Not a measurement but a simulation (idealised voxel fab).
This section sets out a process module, namely voxel lift off.
It is cross-section cut that appears here, measuring 175 nm in width, its square cells being 5 nm in size.
A cross-section is written here as square cells arranged in a grid, and it is given in bands from the top down, each band taking up one or more rows of cells.
A band entry consists of two parts. The first gives the height of the band's top and the height of its bottom, in nm. The rest lists the band's materials from left to right, each with its width in nm. A single material labelled with the word "everywhere" fills the band from edge to edge, and the word "blank" marks empty space.
Height datum 0, below which the as-received substrate wafer is one material. Lowest band open at the bottom, running downward: "0..down".
The expression "30->40" gives the width at the extremes of the band, the first number at its top row of cells and the second at its bottom row, with the width changing by equal amounts from each row to the next in between.
Reading "identical to before" for a step: not a cell of the cross-section changed in it.
"Fully sealed voids" specifies each empty space that is not open to the top and that occupies no fewer than 8 cells, using the form width x height at distance, the distance measured from the left edge and all three quantities in nm.
Text after the settings on a step's line: the simulator's own remark on that step.
The line of a step may include "overlay nm". On a step with a mask, this value is how far to the right of its planned place the mask lay. A negative value means the mask lay to the left.
Process steps (planned)
1: op RECEIVE | material Si
2: op CONFORMAL_DEP | material SiO2 | thk nm 15
3: op PATTERN | tone open | mask id LINES | material resist | width nm 30 | pitch nm 45 | thk nm 30 | overlay nm 0
4: op DIRECTIONAL_DEP | material Ru | thk nm 15
5: op STRIP | etch materials resist
6: op CONFORMAL_DEP | material SiO2 | thk nm 5
Delivered wafer in cross-section: state after step 1
- 0..down  Si everywhere
- Fully sealed voids: none
End-of-module cross-section of the first of two wafers, processed as planned
- 35..30  45 blank, 40 SiO2, 5 blank, 40 SiO2, 45 blank
- 30..20  45 blank, 5 SiO2, 30 Ru, 5 SiO2, 5 blank, 5 SiO2, 30 Ru, 5 SiO2, 45 blank
- 20..15  50 SiO2, 30 Ru, 15 SiO2, 30 Ru, 50 SiO2
- 15..0  SiO2 everywhere
- 0..down  Si everywhere
- Fully sealed voids: none
Here's the second of our two wafers sectioned at module end. Same start as the first, same plan, but one mistake got made running it
- 35..30  35 blank, 40 SiO2, 5 blank, 40 SiO2, 55 blank
- 30..20  35 blank, 5 SiO2, 30 Ru, 5 SiO2, 5 blank, 5 SiO2, 30 Ru, 5 SiO2, 55 blank
- 20..15  40 SiO2, 30 Ru, 15 SiO2, 30 Ru, 60 SiO2
- 15..0  SiO2 everywhere
- 0..down  Si everywhere
- Fully sealed voids: none
What was the processing mistake? step 3 deviated from plan and actually ran as op PATTERN | tone open | mask id LINES | material resist | width nm 30 | pitch nm 45 | thk nm 30 | overlay nm -10
Cell counts per material: same on both final wafers. Positions: different.
